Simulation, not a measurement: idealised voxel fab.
Herein follows the process module entitled voxel ribs on slabs.
The cross-section on display is named cut; it measures 235 nm wide, and its cells are 5 nm squares.
In this document a cross-section is written as a grid of square cells. It is given as a series of bands, listed from the top down, and a band is one or more rows of cells.
The band entry comprises the height of the band's top followed by the height of its bottom, expressed in nm, and subsequently the band's materials from left to right, each stated together with its width in nm. Where a single material is marked with the word "throughout", that material fills the band from edge to edge. The word "empty" represents empty space.
Basically, 0 is our baseline, since under it the wafer straight out of the box is all one material. The bottom band has no lower end and keeps on going down, so it looks like "0 and below".
A two-number width, for instance "30 to 40", indicates that the width is equal to the first number in the top row of the band and to the second number in the bottom row, and that it changes by a constant amount per row of cells.
Given "no alterations made" for a step, no cell of the cross-section differs between before and after that step.
The entry titled "Tabulated closed voids" provides the empty spaces that have no open way to the top, restricted to those of 8 cells or more. Each is presented as width x height at distance, the distance being measured from the left edge, with all three in nm.
It should be noted that, on the line of a given step, the content following the step's settings is a remark produced by the simulator itself with respect to that step.
When a step includes a mask, the "overlay nm" setting on its line states how far to the right of its planned place that mask lay, and negative values state how far to the left.
## Planned process steps
1. RECEIVE (material Si)
2. DIRECTIONAL_DEP (material SiO2; thk nm 30)
3. DIRECTIONAL_DEP (material polySi; thk nm 15)
4. MASKED_ETCH (tone cover; mask id RIB; width nm 30; etch materials polySi; depth nm 10; overlay nm 0)
5. PATTERN (tone cover; mask id SLAB; material resist; width nm 90; thk nm 15; overlay nm 0)
6. DIRECTIONAL_ETCH (etch materials polySi; depth nm 5)
7. STRIP (etch materials resist)
8. FILL_DEP (material SiO2; thk nm 15)
9. CMP (height nm 55)
10. DIRECTIONAL_DEP (material TiN; thk nm 5)
11. DIRECTIONAL_DEP (material aC; thk nm 10)
12. PATTERN (tone cover; mask id HEATER; material resist; width nm 40; thk nm 25; overlay nm 0)
13. DIRECTIONAL_ETCH (etch materials aC; depth nm 10)
14. STRIP (etch materials resist)
15. DIRECTIONAL_ETCH (etch materials TiN; depth nm 5)
16. STRIP (etch materials aC)
17. CONFORMAL_DEP (material SiN; thk nm 10)
## Cross-section of the incoming wafer, state after step 1
- 0 and below = Si throughout
- Tabulated closed voids: none
## Same starting wafer, same plan as above, one mistake in the execution; this is the cross-section at the end of the module
- 70 down to 65 = empty (85) / SiN (60) / empty (90)
- 65 down to 60 = SiN throughout
- 60 down to 55 = SiN (95) / TiN (40) / SiN (100)
- 55 down to 45 = SiO2 (100) / polySi (30) / SiO2 (105)
- 45 down to 40 = SiO2 (70) / polySi (90) / SiO2 (75)
- 40 down to 0 = SiO2 throughout
- 0 and below = Si throughout
- Tabulated closed voids: none
Against the plan, the run slipped here: heads up, step 2 didn't go per plan, it actually ran as DIRECTIONAL_DEP (material SiO2; thk nm 40)
